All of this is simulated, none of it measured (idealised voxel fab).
Name of the process module below: voxel self aligned vias
Pictured: cross-section cut, 285 nm wide, on a grid of 5 nm square cells.
A cross-section is a grid of square cells, given in bands from the top down. A band is one or more rows of cells.
Band entry format. Leading values: height of top, height of bottom, nm. Remainder: materials in left-to-right order, each with its width in nm. Special words: "all across" on a single material, which then fills the band edge to edge; "air", empty space.
Note: height 0 marks the level under which the wafer is uniformly one material as received. Lowest band unbounded below, written "top 0, no bottom".
Per-row width for "30..40": begins at first number (top row of band), ends at second number (bottom row), increment between rows held constant.
No cell of the cross-section changed in a step that is given as "no alterations made".
The entry "Enclosed cavity list" lists the empty spaces that cover at least 8 cells and have no open path to the top. Each is written as width x height at distance, where the distance is measured from the left edge and all three values are in nm.
after a step's settings: what the simulator itself notes on the step
The optional step-line setting "overlay nm" applies to steps with a mask and quantifies how far to the right of its planned location the mask lay, a negative value indicating leftward placement.
PROCESS STEPS FORESEEN IN THE PLAN
step 1: RECEIVE | material Si
step 2: CONFORMAL_DEP | material SiO2 | thk nm 10
step 3: CONFORMAL_DEP | material SiCN | thk nm 5
step 4: DIRECTIONAL_DEP | material SiO2 | thk nm 30
step 5: MASKED_ETCH | tone open | mask id LINES | width nm 25 | pitch nm 60 | etch materials SiO2 | depth nm 30 | overlay nm 0
step 6: CONFORMAL_DEP | material TiN | thk nm 5
step 7: FILL_DEP | material Ru | thk nm 5
step 8: CMP | height nm 45
step 9: SELECTIVE_ETCH | etch materials W Ru TiN | depth nm 10
step 10: FILL_DEP | material SiN | thk nm 5
step 11: CMP | height nm 45
step 12: DIRECTIONAL_DEP | material SiO2 | thk nm 20
step 13: DIRECTIONAL_DEP | material aC | thk nm 10
step 14: PATTERN | tone open | mask id VIAS | material resist | width nm 45 | pitch nm 60 | thk nm 30 | overlay nm -15
step 15: DIRECTIONAL_ETCH | etch materials aC | depth nm 10
step 16: STRIP | etch materials resist
step 17: DIRECTIONAL_ETCH | etch materials SiO2 | depth nm 20
step 18: DIRECTIONAL_ETCH | etch materials SiN | depth nm 10
step 19: STRIP | etch materials aC
step 20: CONFORMAL_DEP | material TiN | thk nm 5
step 21: FILL_DEP | material Ru | thk nm 10
step 22: CMP | height nm 65
step 23: CONFORMAL_DEP | material SiCN | thk nm 5
Heads up: all these wafers start the same, and what changes between them is the overlay nm in step 14. The value you see in the plan is just what the first wafer got.
THE FIRST OF SEVERAL WAFERS, AS RECEIVED AFTER STEP 1, SEEN IN SECTION
  top 0, no bottom = Si all across
  Enclosed cavity list: none
FIRST OF SEVERAL WAFERS IN CROSS-SECTION AT MODULE END, FOLLOWING THE FINAL STEP, STEP 23
  top 70, bottom 65 = SiCN all across
  top 65, bottom 50 = SiO2=75  TiN=5  Ru=35  TiN=5  SiO2=15  TiN=5  Ru=35  TiN=5  SiO2=105
  top 50, bottom 45 = SiO2=75  TiN=30  Ru=10  TiN=5  SiO2=15  TiN=30  Ru=10  TiN=5  SiO2=105
  top 45, bottom 40 = SiO2=100  TiN=5  Ru=10  TiN=5  SiN=5  SiO2=35  TiN=5  Ru=10  TiN=5  SiN=5  SiO2=100
  top 40, bottom 35 = SiO2=100  TiN=20  SiN=5  SiO2=35  TiN=20  SiN=5  SiO2=100
  top 35, bottom 20 = SiO2=100  TiN=5  Ru=15  TiN=5  SiO2=35  TiN=5  Ru=15  TiN=5  SiO2=100
  top 20, bottom 15 = SiO2=100  TiN=25  SiO2=35  TiN=25  SiO2=100
  top 15, bottom 10 = SiCN all across
  top 10, bottom 0 = SiO2 all across
  top 0, no bottom = Si all across
  Enclosed cavity list: none
END OF MODULE, LAST WAFER SECTIONED
  top 70, bottom 65 = SiCN all across
  top 65, bottom 50 = SiO2=105  TiN=5  Ru=35  TiN=5  SiO2=15  TiN=5  Ru=35  TiN=5  SiO2=75
  top 50, bottom 45 = SiO2=105  TiN=5  Ru=10  TiN=30  SiO2=15  TiN=5  Ru=10  TiN=30  SiO2=75
  top 45, bottom 40 = SiO2=100  SiN=5  TiN=5  Ru=10  TiN=5  SiO2=35  SiN=5  TiN=5  Ru=10  TiN=5  SiO2=100
  top 40, bottom 35 = SiO2=100  SiN=5  TiN=20  SiO2=35  SiN=5  TiN=20  SiO2=100
  top 35, bottom 20 = SiO2=100  TiN=5  Ru=15  TiN=5  SiO2=35  TiN=5  Ru=15  TiN=5  SiO2=100
  top 20, bottom 15 = SiO2=100  TiN=25  SiO2=35  TiN=25  SiO2=100
  top 15, bottom 10 = SiCN all across
  top 10, bottom 0 = SiO2 all across
  top 0, no bottom = Si all across
  Enclosed cavity list: none
TABULATED BELOW, WAFER BY WAFER, ARE THE END-OF-MODULE RESULTS: FOR EACH MATERIAL, THE NUMBER OF CELLS GAINED (+) OR LOST (-) RELATIVE TO THE AS-RECEIVED STATE, FOLLOWED BY THE CLOSED VOIDS
overlay nm -15; +68 Ru; +114 SiCN; +4 SiN; +552 SiO2; +60 TiN; Enclosed cavity list: none
overlay nm -10; +72 Ru; +114 SiCN; +552 SiO2; +60 TiN; Enclosed cavity list: none
overlay nm -5; +72 Ru; +114 SiCN; +552 SiO2; +60 TiN; Enclosed cavity list: none
overlay nm 0; +72 Ru; +114 SiCN; +552 SiO2; +60 TiN; Enclosed cavity list: none
overlay nm 5; +72 Ru; +114 SiCN; +552 SiO2; +60 TiN; Enclosed cavity list: none
overlay nm 10; +72 Ru; +114 SiCN; +552 SiO2; +60 TiN; Enclosed cavity list: none
overlay nm 15; +68 Ru; +114 SiCN; +4 SiN; +552 SiO2; +60 TiN; Enclosed cavity list: none
